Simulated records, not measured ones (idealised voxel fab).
Name of the process module below: voxel lift off
Xsec cut, 250 nm wide, square cell size 5 nm.
Notation: cross-section as square-cell grid; stated in bands, top first, going down; one or more cell rows per band. This entry defines a band. It first specifies the height of the band's top and the height of its bottom in nm, and then specifies the band's materials from left to right, stating each material with its width in nm. The word "edge to edge" identifies a single material that fills the band from edge to edge, while the word "blank" identifies empty space. The reference from which all heights are counted is 0, the level beneath which the as-received wafer is entirely one material; the lowest band, having no lower bound, proceeds downward and is written after the example "0 down". Think of "30 to 40" as a width that walks from the first number to the second as you go down the band, top row to bottom row, taking equal-sized steps from row to row. Given "remained unchanged" for a step, no cell of the cross-section differs between before and after that step. "Unvented cavities" enumerates empty spaces isolated from the top, with no open way to it, that contain at least 8 cells, giving each as width x height at distance from the left edge, all three in nm. Step line, after settings: the simulator's comment on this step. overlay nm: mask offset rightward from planned place, masked step; negative means leftward offset.
These are the steps we planned for the process
step 1: RECEIVE with material Si
step 2: CONFORMAL_DEP with material SiO2, thk nm 15
step 3: PATTERN with tone open, mask id LINES, material resist, width nm 15, pitch nm 30, thk nm 25, overlay nm 0
step 4: DIRECTIONAL_DEP with material Ru, thk nm 15
step 5: STRIP with etch materials resist
step 6: CONFORMAL_DEP with material SiCN, thk nm 5
As-received state of the wafer in cross-section, equivalent to post-step 1
* 0 down = Si edge to edge
* Unvented cavities: none
Cross-section taken at module completion on the first of two wafers; processed per the plan
* 35 to 30 = 80 nm blank, then 25 nm SiCN, then 5 nm blank, then 25 nm SiCN, then 5 nm blank, then 25 nm SiCN, then 85 nm blank
* 30 to 20 = 80 nm blank, then 5 nm SiCN, then 15 nm Ru, then 5 nm SiCN, then 5 nm blank, then 5 nm SiCN, then 15 nm Ru, then 5 nm SiCN, then 5 nm blank, then 5 nm SiCN, then 15 nm Ru, then 5 nm SiCN, then 85 nm blank
* 20 to 15 = 85 nm SiCN, then 15 nm Ru, then 15 nm SiCN, then 15 nm Ru, then 15 nm SiCN, then 15 nm Ru, then 90 nm SiCN
* 15 to 0 = SiO2 edge to edge
* 0 down = Si edge to edge
* Unvented cavities: none
Wafer two, end of module, cross-section. Same start, same plan as wafer one. One mistake in the run
* 35 to 30 = 75 nm blank, then 25 nm SiCN, then 5 nm blank, then 25 nm SiCN, then 5 nm blank, then 25 nm SiCN, then 90 nm blank
* 30 to 20 = 75 nm blank, then 5 nm SiCN, then 15 nm Ru, then 5 nm SiCN, then 5 nm blank, then 5 nm SiCN, then 15 nm Ru, then 5 nm SiCN, then 5 nm blank, then 5 nm SiCN, then 15 nm Ru, then 5 nm SiCN, then 90 nm blank
* 20 to 15 = 80 nm SiCN, then 15 nm Ru, then 15 nm SiCN, then 15 nm Ru, then 15 nm SiCN, then 15 nm Ru, then 95 nm SiCN
* 15 to 0 = SiO2 edge to edge
* 0 down = Si edge to edge
* Unvented cavities: none
The plan and the run diverged here: in deviation from the planned setting, step 3 was conducted as PATTERN with tone open, mask id LINES, material resist, width nm 15, pitch nm 30, thk nm 25, overlay nm -5
Upon completion, the cell count for each material on the second wafer equals that on the first, whereas the spatial distribution of those cells differs.
